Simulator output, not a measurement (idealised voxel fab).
The following is a process module called voxel transistor to metal.
Shown is cross-section cut, with a width of 290 nm and square cells of size 5 nm.
If you're reading a cross-section in this doc, picture square cells in a grid; it comes to you as bands, top ones listed first down to the bottom, and a band can be one or more rows of cells.
In this notation a band is specified by the heights of its top and bottom, in that order and in nm, after which its materials appear from left to right, each paired with its width in nm. The word "throughout" attached to a single material means that material fills the band from edge to edge; the word "air" stands for empty space.
Measure heights from 0. That's the level where, below it, the as-received wafer is all one material. The lowest band is bottomless and extends downward; write it as in "top 0, no bottom".
So if you see something like "30 to 40" for the width, read it as the top row of the band sitting at the first number and the bottom row at the second, with every row in between moving by the same amount as the last.
"nothing was modified" after a step means that no cell of the cross-section changed.
So "Closed cavities" is basically the list of trapped voids: any empty space of 8 cells or more that can't reach the top through an opening. They're written width x height at distance, the distance being from the left edge, and it's all nm.
after a step's settings: what the simulator itself notes on the step
"overlay nm" answers the question of how far to the right of plan the mask lay on a step that has a mask, and when it is negative the answer is to the left.
What follows is a series of pairs. Each pair shows a cross-section before one process step and the cross-section after it, and the after view is drawn only down to the lowest band that changed. Beneath each pair is the step that lies between the two, with its settings. Pairs may come from different runs of this module on the same starting wafer, so a pair continues from the one above it only where its entry headed "Before-step section" says so.
Before-step section
	top 30, bottom 20: 30 nm SiO2, then 20 nm air, then 55 nm SiO2, then 20 nm air, then 40 nm SiO2, then 20 nm air, then 55 nm SiO2, then 20 nm air, then 30 nm SiO2
	top 20, bottom 10: 30 nm SiO2, then 20 nm air, then 10 nm SiN, then 5 nm HfO2, then 5 nm TiN, then 15 nm W, then 5 nm TiN, then 5 nm HfO2, then 10 nm SiN, then 20 nm air, then 40 nm SiO2, then 20 nm air, then 10 nm SiN, then 5 nm HfO2, then 5 nm TiN, then 15 nm W, then 5 nm TiN, then 5 nm HfO2, then 10 nm SiN, then 20 nm air, then 30 nm SiO2
	top 10, bottom 5: 50 nm SiO2, then 10 nm SiN, then 5 nm HfO2, then 5 nm TiN, then 15 nm W, then 5 nm TiN, then 5 nm HfO2, then 10 nm SiN, then 80 nm SiO2, then 10 nm SiN, then 5 nm HfO2, then 5 nm TiN, then 15 nm W, then 5 nm TiN, then 5 nm HfO2, then 10 nm SiN, then 50 nm SiO2
	top 5, bottom 0: 25 nm SiO2, then 10 nm SiN, then 15 nm SiO2, then 10 nm SiN, then 5 nm HfO2, then 25 nm TiN, then 5 nm HfO2, then 10 nm SiN, then 15 nm SiO2, then 10 nm SiN, then 30 nm SiO2, then 10 nm SiN, then 15 nm SiO2, then 10 nm SiN, then 5 nm HfO2, then 25 nm TiN, then 5 nm HfO2, then 10 nm SiN, then 15 nm SiO2, then 10 nm SiN, then 25 nm SiO2
	top 0, bottom -5: 60 nm SiO2, then 35 nm HfO2, then 100 nm SiO2, then 35 nm HfO2, then 60 nm SiO2
	top -5, bottom -10: SiO2 throughout
	top -10, bottom -40: 30 nm SiO2, then 95 nm Si, then 40 nm SiO2, then 95 nm Si, then 30 nm SiO2
	top -40, no bottom: Si throughout
	Closed cavities: none
As Processed
	top 35, bottom 30: 35 nm TiN, then 10 nm air, then 65 nm TiN, then 10 nm air, then 50 nm TiN, then 10 nm air, then 65 nm TiN, then 10 nm air, then 35 nm TiN
	top 30, bottom 20: 30 nm SiO2, then 5 nm TiN, then 10 nm air, then 5 nm TiN, then 55 nm SiO2, then 5 nm TiN, then 10 nm air, then 5 nm TiN, then 40 nm SiO2, then 5 nm TiN, then 10 nm air, then 5 nm TiN, then 55 nm SiO2, then 5 nm TiN, then 10 nm air, then 5 nm TiN, then 30 nm SiO2
	top 20, bottom 15: 30 nm SiO2, then 5 nm TiN, then 10 nm air, then 5 nm TiN, then 10 nm SiN, then 5 nm HfO2, then 5 nm TiN, then 15 nm W, then 5 nm TiN, then 5 nm HfO2, then 10 nm SiN, then 5 nm TiN, then 10 nm air, then 5 nm TiN, then 40 nm SiO2, then 5 nm TiN, then 10 nm air, then 5 nm TiN, then 10 nm SiN, then 5 nm HfO2, then 5 nm TiN, then 15 nm W, then 5 nm TiN, then 5 nm HfO2, then 10 nm SiN, then 5 nm TiN, then 10 nm air, then 5 nm TiN, then 30 nm SiO2
	top 15, bottom 10: 30 nm SiO2, then 20 nm TiN, then 10 nm SiN, then 5 nm HfO2, then 5 nm TiN, then 15 nm W, then 5 nm TiN, then 5 nm HfO2, then 10 nm SiN, then 20 nm TiN, then 40 nm SiO2, then 20 nm TiN, then 10 nm SiN, then 5 nm HfO2, then 5 nm TiN, then 15 nm W, then 5 nm TiN, then 5 nm HfO2, then 10 nm SiN, then 20 nm TiN, then 30 nm SiO2
	Below 10, no change.
	Closed cavities: none
The step carried out between the cross-section before it and the cross-section after it, both shown above, is CONFORMAL_DEP (material TiN; thk nm 5)
Before-step section: equal to the after panel directly above.
As Processed
	top 40, bottom 35: Ru throughout
	top 35, bottom 30: 35 nm TiN, then 10 nm Ru, then 65 nm TiN, then 10 nm Ru, then 50 nm TiN, then 10 nm Ru, then 65 nm TiN, then 10 nm Ru, then 35 nm TiN
	top 30, bottom 20: 30 nm SiO2, then 5 nm TiN, then 10 nm Ru, then 5 nm TiN, then 55 nm SiO2, then 5 nm TiN, then 10 nm Ru, then 5 nm TiN, then 40 nm SiO2, then 5 nm TiN, then 10 nm Ru, then 5 nm TiN, then 55 nm SiO2, then 5 nm TiN, then 10 nm Ru, then 5 nm TiN, then 30 nm SiO2
	top 20, bottom 15: 30 nm SiO2, then 5 nm TiN, then 10 nm Ru, then 5 nm TiN, then 10 nm SiN, then 5 nm HfO2, then 5 nm TiN, then 15 nm W, then 5 nm TiN, then 5 nm HfO2, then 10 nm SiN, then 5 nm TiN, then 10 nm Ru, then 5 nm TiN, then 40 nm SiO2, then 5 nm TiN, then 10 nm Ru, then 5 nm TiN, then 10 nm SiN, then 5 nm HfO2, then 5 nm TiN, then 15 nm W, then 5 nm TiN, then 5 nm HfO2, then 10 nm SiN, then 5 nm TiN, then 10 nm Ru, then 5 nm TiN, then 30 nm SiO2
	Below 15, no change.
	Closed cavities: none
The step carried out between the cross-section before it and the cross-section after it, both shown above, is FILL_DEP (material Ru; thk nm 5)
Before-step section: equal to the after panel directly above.
As Processed
	top 30, bottom 20: 30 nm SiO2, then 5 nm TiN, then 10 nm Ru, then 5 nm TiN, then 55 nm SiO2, then 5 nm TiN, then 10 nm Ru, then 5 nm TiN, then 40 nm SiO2, then 5 nm TiN, then 10 nm Ru, then 5 nm TiN, then 55 nm SiO2, then 5 nm TiN, then 10 nm Ru, then 5 nm TiN, then 30 nm SiO2
	Below 20, no change.
	Closed cavities: none
The step carried out between the cross-section before it and the cross-section after it, both shown above, is CMP (height nm 30)
Before-step section: equal to the after panel directly above.
As Processed
	top 35, bottom 30: TiN throughout
	Below 30, no change.
	Closed cavities: none
The step carried out between the cross-section before it and the cross-section after it, both shown above, is DIRECTIONAL_DEP (material TiN; thk nm 5)
Before-step section: equal to the after panel directly above.
As Processed
	top 55, bottom 35: W throughout
	Below 35, no change.
	Closed cavities: none
The step carried out between the cross-section before it and the cross-section after it, both shown above, is DIRECTIONAL_DEP (material W; thk nm 20)
Before-step section: equal to the after panel directly above.
As Processed
	top 65, bottom 55: aC throughout
	Below 55, no change.
	Closed cavities: none
The step carried out between the cross-section before it and the cross-section after it, both shown above, is DIRECTIONAL_DEP (material aC; thk nm 10)
Before-step section: equal to the after panel directly above.
As Processed
	top 90, bottom 65: 30 nm air, then 20 nm resist, then 55 nm air, then 20 nm resist, then 40 nm air, then 20 nm resist, then 55 nm air, then 20 nm resist, then 30 nm air
	Below 65, no change.
	Closed cavities: none
The step carried out between the cross-section before it and the cross-section after it, both shown above, is PATTERN (tone cover; mask id METAL_1; material resist; width nm 20; thk nm 25; overlay nm 0)
Before-step section: equal to the after panel directly above.
As Processed
	top 80, bottom 65: 30 nm air, then 20 nm resist, then 55 nm air, then 20 nm resist, then 40 nm air, then 20 nm resist, then 55 nm air, then 20 nm resist, then 30 nm air
	top 65, bottom 55: 30 nm air, then 20 nm aC, then 55 nm air, then 20 nm aC, then 40 nm air, then 20 nm aC, then 55 nm air, then 20 nm aC, then 30 nm air
	Below 55, no change.
	Closed cavities: none
The step carried out between the cross-section before it and the cross-section after it, both shown above, is DIRECTIONAL_ETCH (etch materials aC; depth nm 10)
Before-step section: equal to the after panel directly above.
As Processed
	top 65, bottom 55: 30 nm air, then 20 nm aC, then 55 nm air, then 20 nm aC, then 40 nm air, then 20 nm aC, then 55 nm air, then 20 nm aC, then 30 nm air
	Below 55, no change.
	Closed cavities: none
The step carried out between the cross-section before it and the cross-section after it, both shown above, is STRIP (etch materials resist)
Before-step section: equal to the after panel directly above.
As Processed
	top 65, bottom 55: 30 nm air, then 20 nm aC, then 55 nm air, then 20 nm aC, then 40 nm air, then 20 nm aC, then 55 nm air, then 20 nm aC, then 30 nm air
	top 55, bottom 35: 30 nm air, then 20 nm W, then 55 nm air, then 20 nm W, then 40 nm air, then 20 nm W, then 55 nm air, then 20 nm W, then 30 nm air
	Below 35, no change.
	Closed cavities: none
The step carried out between the cross-section before it and the cross-section after it, both shown above, is DIRECTIONAL_ETCH (etch materials W; depth nm 20)
Before-step section: equal to the after panel directly above.
As Processed
	top 65, bottom 55: 30 nm air, then 20 nm aC, then 55 nm air, then 20 nm aC, then 40 nm air, then 20 nm aC, then 55 nm air, then 20 nm aC, then 30 nm air
	top 55, bottom 35: 30 nm air, then 20 nm W, then 55 nm air, then 20 nm W, then 40 nm air, then 20 nm W, then 55 nm air, then 20 nm W, then 30 nm air
	top 35, bottom 30: 30 nm air, then 20 nm TiN, then 55 nm air, then 20 nm TiN, then 40 nm air, then 20 nm TiN, then 55 nm air, then 20 nm TiN, then 30 nm air
	Below 30, no change.
	Closed cavities: none
The step carried out between the cross-section before it and the cross-section after it, both shown above, is DIRECTIONAL_ETCH (etch materials TiN; depth nm 5)
Before-step section: equal to the after panel directly above.
As Processed
	top 55, bottom 35: 30 nm air, then 20 nm W, then 55 nm air, then 20 nm W, then 40 nm air, then 20 nm W, then 55 nm air, then 20 nm W, then 30 nm air
	Below 35, no change.
	Closed cavities: none
The step carried out between the cross-section before it and the cross-section after it, both shown above, is STRIP (etch materials aC)
Before-step section: equal to the after panel directly above.
As Processed
	top 65, bottom 55: lowk throughout
	top 55, bottom 35: 30 nm lowk, then 20 nm W, then 55 nm lowk, then 20 nm W, then 40 nm lowk, then 20 nm W, then 55 nm lowk, then 20 nm W, then 30 nm lowk
	top 35, bottom 30: 30 nm lowk, then 20 nm TiN, then 55 nm lowk, then 20 nm TiN, then 40 nm lowk, then 20 nm TiN, then 55 nm lowk, then 20 nm TiN, then 30 nm lowk
	Below 30, no change.
	Closed cavities: none
The step carried out between the cross-section before it and the cross-section after it, both shown above, is FILL_DEP (material lowk; thk nm 10)
Before-step section: equal to the after panel directly above.
As Processed
	top 55, bottom 35: 30 nm lowk, then 20 nm W, then 55 nm lowk, then 20 nm W, then 40 nm lowk, then 20 nm W, then 55 nm lowk, then 20 nm W, then 30 nm lowk
	Below 35, no change.
	Closed cavities: none
The step carried out between the cross-section before it and the cross-section after it, both shown above, is CMP (height nm 55)
Before-step section: equal to the after panel directly above.
As Processed
	top 60, bottom 55: SiCN throughout
	Below 55, no change.
	Closed cavities: none
The step carried out between the cross-section before it and the cross-section after it, both shown above, is CONFORMAL_DEP (material SiCN; thk nm 5)
Before-step section: equal to the after panel directly above.
As Processed
	top 95, bottom 60: SiO2 throughout
	Below 60, no change.
	Closed cavities: none
The step carried out between the cross-section before it and the cross-section after it, both shown above, is DIRECTIONAL_DEP (material SiO2; thk nm 35)
Before-step section: equal to the after panel directly above.
As Processed
	top 95, bottom 60: 30 nm SiO2, then 15 nm air, then 120 nm SiO2, then 15 nm air, then 110 nm SiO2
	Below 60, no change.
	Closed cavities: none
The step carried out between the cross-section before it and the cross-section after it, both shown above, is MASKED_ETCH (tone open; mask id METAL_2_HOLES; width nm 15; pitch nm 135; etch materials SiO2; depth nm 35; overlay nm 0)
Before-step section: equal to the after panel directly above.
As Processed
	top 105, bottom 95: 30 nm aC, then 15 nm air, then 120 nm aC, then 15 nm air, then 110 nm aC
	top 95, bottom 70: 30 nm SiO2, then 15 nm air, then 120 nm SiO2, then 15 nm air, then 110 nm SiO2
	top 70, bottom 60: 30 nm SiO2, then 15 nm aC, then 120 nm SiO2, then 15 nm aC, then 110 nm SiO2
	Below 60, no change.
	Closed cavities: none
The step carried out between the cross-section before it and the cross-section after it, both shown above, is DIRECTIONAL_DEP (material aC; thk nm 10)
Before-step section: equal to the after panel directly above.
As Processed
	top 130, bottom 105: 30 nm resist, then 20 nm air, then 115 nm resist, then 20 nm air, then 105 nm resist
	Below 105, no change.
	Closed cavities: none
The step carried out between the cross-section before it and the cross-section after it, both shown above, is PATTERN (tone open; mask id METAL_2; material resist; width nm 20; pitch nm 135; thk nm 25; overlay nm 0)
Before-step section: equal to the after panel directly above.
As Processed
	top 120, bottom 105: 30 nm resist, then 20 nm air, then 115 nm resist, then 20 nm air, then 105 nm resist
	top 105, bottom 95: 30 nm aC, then 20 nm air, then 115 nm aC, then 20 nm air, then 105 nm aC
	top 95, bottom 60: 30 nm SiO2, then 15 nm air, then 120 nm SiO2, then 15 nm air, then 110 nm SiO2
	Below 60, no change.
	Closed cavities: none
The step carried out between the cross-section before it and the cross-section after it, both shown above, is DIRECTIONAL_ETCH (etch materials aC; depth nm 10)
Before-step section: equal to the after panel directly above.
As Processed
	top 105, bottom 95: 30 nm aC, then 20 nm air, then 115 nm aC, then 20 nm air, then 105 nm aC
	Below 95, no change.
	Closed cavities: none
The step carried out between the cross-section before it and the cross-section after it, both shown above, is STRIP (etch materials resist)
Before-step section: equal to the after panel directly above.
As Processed
	top 105, bottom 95: 30 nm aC, then 20 nm air, then 115 nm aC, then 20 nm air, then 105 nm aC
	top 95, bottom 75: 30 nm SiO2, then 20 nm air, then 115 nm SiO2, then 20 nm air, then 105 nm SiO2
	Below 75, no change.
	Closed cavities: none
The step carried out between the cross-section before it and the cross-section after it, both shown above, is DIRECTIONAL_ETCH (etch materials SiO2; depth nm 20)
Before-step section: equal to the after panel directly above.
As Processed
	top 105, bottom 95: 30 nm aC, then 20 nm air, then 115 nm aC, then 20 nm air, then 105 nm aC
	top 95, bottom 75: 30 nm SiO2, then 20 nm air, then 115 nm SiO2, then 20 nm air, then 105 nm SiO2
	top 75, bottom 60: 30 nm SiO2, then 15 nm air, then 120 nm SiO2, then 15 nm air, then 110 nm SiO2
	top 60, bottom 55: 30 nm SiCN, then 15 nm air, then 120 nm SiCN, then 15 nm air, then 110 nm SiCN
	Below 55, no change.
	Closed cavities: none
The step carried out between the cross-section before it and the cross-section after it, both shown above, is DIRECTIONAL_ETCH (etch materials SiCN; depth nm 5)
Before-step section: equal to the after panel directly above.
As Processed
	top 95, bottom 75: 30 nm SiO2, then 20 nm air, then 115 nm SiO2, then 20 nm air, then 105 nm SiO2
	Below 75, no change.
	Closed cavities: none
The step carried out between the cross-section before it and the cross-section after it, both shown above, is STRIP (etch materials aC)
Before-step section: equal to the after panel directly above.
As Processed
	top 100, bottom 95: 35 nm TiN, then 10 nm air, then 125 nm TiN, then 10 nm air, then 110 nm TiN
	top 95, bottom 80: 30 nm SiO2, then 5 nm TiN, then 10 nm air, then 5 nm TiN, then 115 nm SiO2, then 5 nm TiN, then 10 nm air, then 5 nm TiN, then 105 nm SiO2
	top 80, bottom 75: 30 nm SiO2, then 5 nm TiN, then 5 nm air, then 10 nm TiN, then 115 nm SiO2, then 5 nm TiN, then 5 nm air, then 10 nm TiN, then 105 nm SiO2
	top 75, bottom 60: 30 nm SiO2, then 5 nm TiN, then 5 nm air, then 5 nm TiN, then 120 nm SiO2, then 5 nm TiN, then 5 nm air, then 5 nm TiN, then 110 nm SiO2
	top 60, bottom 55: 30 nm SiCN, then 15 nm TiN, then 120 nm SiCN, then 15 nm TiN, then 110 nm SiCN
	Below 55, no change.
	Closed cavities: none
The step carried out between the cross-section before it and the cross-section after it, both shown above, is CONFORMAL_DEP (material TiN; thk nm 5)
Before-step section: equal to the after panel directly above.
As Processed
	top 110, bottom 100: Cu throughout
	top 100, bottom 95: 35 nm TiN, then 10 nm Cu, then 125 nm TiN, then 10 nm Cu, then 110 nm TiN
	top 95, bottom 80: 30 nm SiO2, then 5 nm TiN, then 10 nm Cu, then 5 nm TiN, then 115 nm SiO2, then 5 nm TiN, then 10 nm Cu, then 5 nm TiN, then 105 nm SiO2
	top 80, bottom 75: 30 nm SiO2, then 5 nm TiN, then 5 nm Cu, then 10 nm TiN, then 115 nm SiO2, then 5 nm TiN, then 5 nm Cu, then 10 nm TiN, then 105 nm SiO2
	top 75, bottom 60: 30 nm SiO2, then 5 nm TiN, then 5 nm Cu, then 5 nm TiN, then 120 nm SiO2, then 5 nm TiN, then 5 nm Cu, then 5 nm TiN, then 110 nm SiO2
	Below 60, no change.
	Closed cavities: none
The step carried out between the cross-section before it and the cross-section after it, both shown above, is FILL_DEP (material Cu; thk nm 10)
Before-step section: equal to the after panel directly above.
As Processed
	top 95, bottom 80: 30 nm SiO2, then 5 nm TiN, then 10 nm Cu, then 5 nm TiN, then 115 nm SiO2, then 5 nm TiN, then 10 nm Cu, then 5 nm TiN, then 105 nm SiO2
	Below 80, no change.
	Closed cavities: none
The step carried out between the cross-section before it and the cross-section after it, both shown above, is CMP (height nm 95)
Before-step section: equal to the after panel directly above.
As Processed
	top 100, bottom 95: SiN throughout
	Below 95, no change.
	Closed cavities: none
The step carried out between the cross-section before it and the cross-section after it, both shown above, is CONFORMAL_DEP (material SiN; thk nm 5)
Before-step section
	top 30, bottom 20: aC throughout
	top 20, bottom 5: SiN throughout
	top 5, bottom 0: SiO2 throughout
	top 0, no bottom: Si throughout
	Closed cavities: none
As Processed
	top 60, bottom 30: 20 nm air, then 115 nm resist, then 20 nm air, then 115 nm resist, then 20 nm air
	Below 30, no change.
	Closed cavities: none
The step carried out between the cross-section before it and the cross-section after it, both shown above, is PATTERN (tone cover; mask id ACTIVE; material resist; width nm 115; pitch nm 135; thk nm 30; overlay nm 0)
Before-step section: equal to the after panel directly above.
As Processed
	top 50, bottom 30: 20 nm air, then 115 nm resist, then 20 nm air, then 115 nm resist, then 20 nm air
	top 30, bottom 20: 20 nm air, then 115 nm aC, then 20 nm air, then 115 nm aC, then 20 nm air
	Below 20, no change.
	Closed cavities: none
The step carried out between the cross-section before it and the cross-section after it, both shown above, is DIRECTIONAL_ETCH (etch materials aC; depth nm 10)
Before-step section: equal to the after panel directly above.
As Processed
	top 30, bottom 20: 20 nm air, then 115 nm aC, then 20 nm air, then 115 nm aC, then 20 nm air
	Below 20, no change.
	Closed cavities: none
The step carried out between the cross-section before it and the cross-section after it, both shown above, is STRIP (etch materials resist)
Before-step section: equal to the after panel directly above.
As Processed
	top 30, bottom 20: 20 nm air, then 115 nm aC, then 20 nm air, then 115 nm aC, then 20 nm air
	top 20, bottom 5: 20 nm air, then 115 nm SiN, then 20 nm air, then 115 nm SiN, then 20 nm air
	Below 5, no change.
	Closed cavities: none
The step carried out between the cross-section before it and the cross-section after it, both shown above, is DIRECTIONAL_ETCH (etch materials SiN; depth nm 15)
Before-step section: equal to the after panel directly above.
As Processed
	top 30, bottom 20: 20 nm air, then 115 nm aC, then 20 nm air, then 115 nm aC, then 20 nm air
	top 20, bottom 5: 20 nm air, then 115 nm SiN, then 20 nm air, then 115 nm SiN, then 20 nm air
	top 5, bottom 0: 20 nm air, then 115 nm SiO2, then 20 nm air, then 115 nm SiO2, then 20 nm air
	Below 0, no change.
	Closed cavities: none
The step carried out between the cross-section before it and the cross-section after it, both shown above, is DIRECTIONAL_ETCH (etch materials SiO2; depth nm 5)
Before-step section: equal to the after panel directly above.
As Processed
	top 30, bottom 20: 20 nm air, then 115 nm aC, then 20 nm air, then 115 nm aC, then 20 nm air
	top 20, bottom 5: 20 nm air, then 115 nm SiN, then 20 nm air, then 115 nm SiN, then 20 nm air
	top 5, bottom 0: 20 nm air, then 115 nm SiO2, then 20 nm air, then 115 nm SiO2, then 20 nm air
	top 0, bottom -35: 20 nm air, then 115 nm Si, then 20 nm air, then 115 nm Si, then 20 nm air
	Below -35, no change.
	Closed cavities: none
The step carried out between the cross-section before it and the cross-section after it, both shown above, is DIRECTIONAL_ETCH (etch materials Si; depth nm 35)
Before-step section: equal to the after panel directly above.
As Processed
	top 20, bottom 5: 20 nm air, then 115 nm SiN, then 20 nm air, then 115 nm SiN, then 20 nm air
	Below 5, no change.
	Closed cavities: none
The step carried out between the cross-section before it and the cross-section after it, both shown above, is STRIP (etch materials aC)
Before-step section: equal to the after panel directly above.
As Processed
	top 20, bottom 5: 20 nm air, then 115 nm SiN, then 20 nm air, then 115 nm SiN, then 20 nm air
	top 5, bottom 0: 20 nm air, then 115 nm SiO2, then 20 nm air, then 115 nm SiO2, then 20 nm air
	top 0, bottom -35: 20 nm air, then 5 nm SiO2, then 105 nm Si, then 5 nm SiO2, then 20 nm air, then 5 nm SiO2, then 105 nm Si, then 5 nm SiO2, then 20 nm air
	top -35, bottom -40: 25 nm SiO2, then 105 nm Si, then 30 nm SiO2, then 105 nm Si, then 25 nm SiO2
	Below -40, no change.
	Closed cavities: none
The step carried out between the cross-section before it and the cross-section after it, both shown above, is OXIDIZE (depth nm 5)
Before-step section: equal to the after panel directly above.
As Processed
	top 35, bottom 20: SiO2 throughout
	top 20, bottom 5: 20 nm SiO2, then 115 nm SiN, then 20 nm SiO2, then 115 nm SiN, then 20 nm SiO2
	top 5, bottom 0: SiO2 throughout
	top 0, bottom -40: 25 nm SiO2, then 105 nm Si, then 30 nm SiO2, then 105 nm Si, then 25 nm SiO2
	Below -40, no change.
	Closed cavities: none
The step carried out between the cross-section before it and the cross-section after it, both shown above, is FILL_DEP (material SiO2; thk nm 15)
Before-step section: equal to the after panel directly above.
As Processed
	top 20, bottom 5: 20 nm SiO2, then 115 nm SiN, then 20 nm SiO2, then 115 nm SiN, then 20 nm SiO2
	Below 5, no change.
	Closed cavities: none
The step carried out between the cross-section before it and the cross-section after it, both shown above, is CMP (height nm 20)
Before-step section: equal to the after panel directly above.
As Processed
	top 20, bottom 10: 20 nm air, then 115 nm SiN, then 20 nm air, then 115 nm SiN, then 20 nm air
	Below 10, no change.
	Closed cavities: none
The step carried out between the cross-section before it and the cross-section after it, both shown above, is SELECTIVE_ETCH (etch materials SiO2; depth nm 10)
Before-step section: equal to the after panel directly above.
As Processed
	top 10, bottom 5: 20 nm SiO2, then 115 nm air, then 20 nm SiO2, then 115 nm air, then 20 nm SiO2
	Below 5, no change.
	Closed cavities: none
The step carried out between the cross-section before it and the cross-section after it, both shown above, is STRIP (etch materials SiN)
Before-step section: equal to the after panel directly above.
As Processed
	top 5, bottom 0: 15 nm SiO2, then 125 nm air, then 10 nm SiO2, then 125 nm air, then 15 nm SiO2
	Below 0, no change.
	Closed cavities: none
The step carried out between the cross-section before it and the cross-section after it, both shown above, is SELECTIVE_ETCH (etch materials SiO2; depth nm 5)
Before-step section: equal to the after panel directly above.
As Processed
	top 5, bottom 0: 15 nm SiO2, then 125 nm air, then 10 nm SiO2, then 125 nm air, then 15 nm SiO2
	top 0, bottom -5: SiO2 throughout
	Below -5, no change.
	Closed cavities: none
The step carried out between the cross-section before it and the cross-section after it, both shown above, is OXIDIZE (depth nm 5)
Before-step section: equal to the after panel directly above.
As Processed
	top 30, bottom 25: 15 nm polySi, then 125 nm air, then 10 nm polySi, then 125 nm air, then 15 nm polySi
	top 25, bottom 5: polySi throughout
	top 5, bottom 0: 15 nm SiO2, then 125 nm polySi, then 10 nm SiO2, then 125 nm polySi, then 15 nm SiO2
	Below 0, no change.
	Closed cavities: none
The step carried out between the cross-section before it and the cross-section after it, both shown above, is DIRECTIONAL_DEP (material polySi; thk nm 25)
Before-step section: equal to the after panel directly above.
As Processed
	top 40, bottom 35: 15 nm SiCN, then 125 nm air, then 10 nm SiCN, then 125 nm air, then 15 nm SiCN
	top 35, bottom 30: SiCN throughout
	top 30, bottom 25: 15 nm polySi, then 125 nm SiCN, then 10 nm polySi, then 125 nm SiCN, then 15 nm polySi
	Below 25, no change.
	Closed cavities: none
The step carried out between the cross-section before it and the cross-section after it, both shown above, is DIRECTIONAL_DEP (material SiCN; thk nm 10)
Before-step section: equal to the after panel directly above.
As Processed
	top 35, bottom 30: 65 nm air, then 25 nm SiCN, then 110 nm air, then 25 nm SiCN, then 65 nm air
	top 30, bottom 25: 15 nm polySi, then 50 nm air, then 25 nm SiCN, then 50 nm air, then 10 nm polySi, then 50 nm air, then 25 nm SiCN, then 50 nm air, then 15 nm polySi
	Below 25, no change.
	Closed cavities: none
The step carried out between the cross-section before it and the cross-section after it, both shown above, is MASKED_ETCH (tone cover; mask id GATE; width nm 25; pitch nm 135; etch materials SiCN; depth nm 20; overlay nm 0)
Before-step section: equal to the after panel directly above.
As Processed
	top 35, bottom 25: 65 nm air, then 25 nm SiCN, then 110 nm air, then 25 nm SiCN, then 65 nm air
	top 25, bottom 5: 65 nm air, then 25 nm polySi, then 110 nm air, then 25 nm polySi, then 65 nm air
	top 5, bottom 0: 15 nm SiO2, then 50 nm air, then 25 nm polySi, then 50 nm air, then 10 nm SiO2, then 50 nm air, then 25 nm polySi, then 50 nm air, then 15 nm SiO2
	Below 0, no change.
	Closed cavities: none
The step carried out between the cross-section before it and the cross-section after it, both shown above, is MASKED_ETCH (tone cover; mask id GATE; width nm 25; pitch nm 135; etch materials polySi; depth nm 35; overlay nm 0)
Before-step section: equal to the after panel directly above.
As Processed
	top 40, bottom 35: 60 nm air, then 35 nm SiO2, then 100 nm air, then 35 nm SiO2, then 60 nm air
	top 35, bottom 25: 60 nm air, then 5 nm SiO2, then 25 nm SiCN, then 5 nm SiO2, then 100 nm air, then 5 nm SiO2, then 25 nm SiCN, then 5 nm SiO2, then 60 nm air
	top 25, bottom 10: 60 nm air, then 5 nm SiO2, then 25 nm polySi, then 5 nm SiO2, then 100 nm air, then 5 nm SiO2, then 25 nm polySi, then 5 nm SiO2, then 60 nm air
	top 10, bottom 5: 20 nm SiO2, then 40 nm air, then 5 nm SiO2, then 25 nm polySi, then 5 nm SiO2, then 40 nm air, then 20 nm SiO2, then 40 nm air, then 5 nm SiO2, then 25 nm polySi, then 5 nm SiO2, then 40 nm air, then 20 nm SiO2
	top 5, bottom 0: 65 nm SiO2, then 25 nm polySi, then 110 nm SiO2, then 25 nm polySi, then 65 nm SiO2
	Below 0, no change.
	Closed cavities: none
The step carried out between the cross-section before it and the cross-section after it, both shown above, is CONFORMAL_DEP (material SiO2; thk nm 5)
Before-step section: equal to the after panel directly above.
As Processed
	top 35, bottom 25: 60 nm air, then 5 nm SiO2, then 25 nm SiCN, then 5 nm SiO2, then 100 nm air, then 5 nm SiO2, then 25 nm SiCN, then 5 nm SiO2, then 60 nm air
	top 25, bottom 5: 60 nm air, then 5 nm SiO2, then 25 nm polySi, then 5 nm SiO2, then 100 nm air, then 5 nm SiO2, then 25 nm polySi, then 5 nm SiO2, then 60 nm air
	top 5, bottom 0: 20 nm SiO2, then 40 nm air, then 5 nm SiO2, then 25 nm polySi, then 5 nm SiO2, then 40 nm air, then 20 nm SiO2, then 40 nm air, then 5 nm SiO2, then 25 nm polySi, then 5 nm SiO2, then 40 nm air, then 20 nm SiO2
	Below 0, no change.
	Closed cavities: none
The step carried out between the cross-section before it and the cross-section after it, both shown above, is DIRECTIONAL_ETCH (etch materials SiO2; depth nm 5)
Before-step section: equal to the after panel directly above.
As Processed
	top 45, bottom 35: 50 nm air, then 55 nm SiN, then 80 nm air, then 55 nm SiN, then 50 nm air
	top 35, bottom 25: 50 nm air, then 10 nm SiN, then 5 nm SiO2, then 25 nm SiCN, then 5 nm SiO2, then 10 nm SiN, then 80 nm air, then 10 nm SiN, then 5 nm SiO2, then 25 nm SiCN, then 5 nm SiO2, then 10 nm SiN, then 50 nm air
	top 25, bottom 15: 50 nm air, then 10 nm SiN, then 5 nm SiO2, then 25 nm polySi, then 5 nm SiO2, then 10 nm SiN, then 80 nm air, then 10 nm SiN, then 5 nm SiO2, then 25 nm polySi, then 5 nm SiO2, then 10 nm SiN, then 50 nm air
	top 15, bottom 10: 30 nm SiN, then 20 nm air, then 10 nm SiN, then 5 nm SiO2, then 25 nm polySi, then 5 nm SiO2, then 10 nm SiN, then 20 nm air, then 40 nm SiN, then 20 nm air, then 10 nm SiN, then 5 nm SiO2, then 25 nm polySi, then 5 nm SiO2, then 10 nm SiN, then 20 nm air, then 30 nm SiN
	top 10, bottom 5: 60 nm SiN, then 5 nm SiO2, then 25 nm polySi, then 5 nm SiO2, then 100 nm SiN, then 5 nm SiO2, then 25 nm polySi, then 5 nm SiO2, then 60 nm SiN
	top 5, bottom 0: 20 nm SiO2, then 40 nm SiN, then 5 nm SiO2, then 25 nm polySi, then 5 nm SiO2, then 40 nm SiN, then 20 nm SiO2, then 40 nm SiN, then 5 nm SiO2, then 25 nm polySi, then 5 nm SiO2, then 40 nm SiN, then 20 nm SiO2
	Below 0, no change.
	Closed cavities: none
The step carried out between the cross-section before it and the cross-section after it, both shown above, is CONFORMAL_DEP (material SiN; thk nm 10)
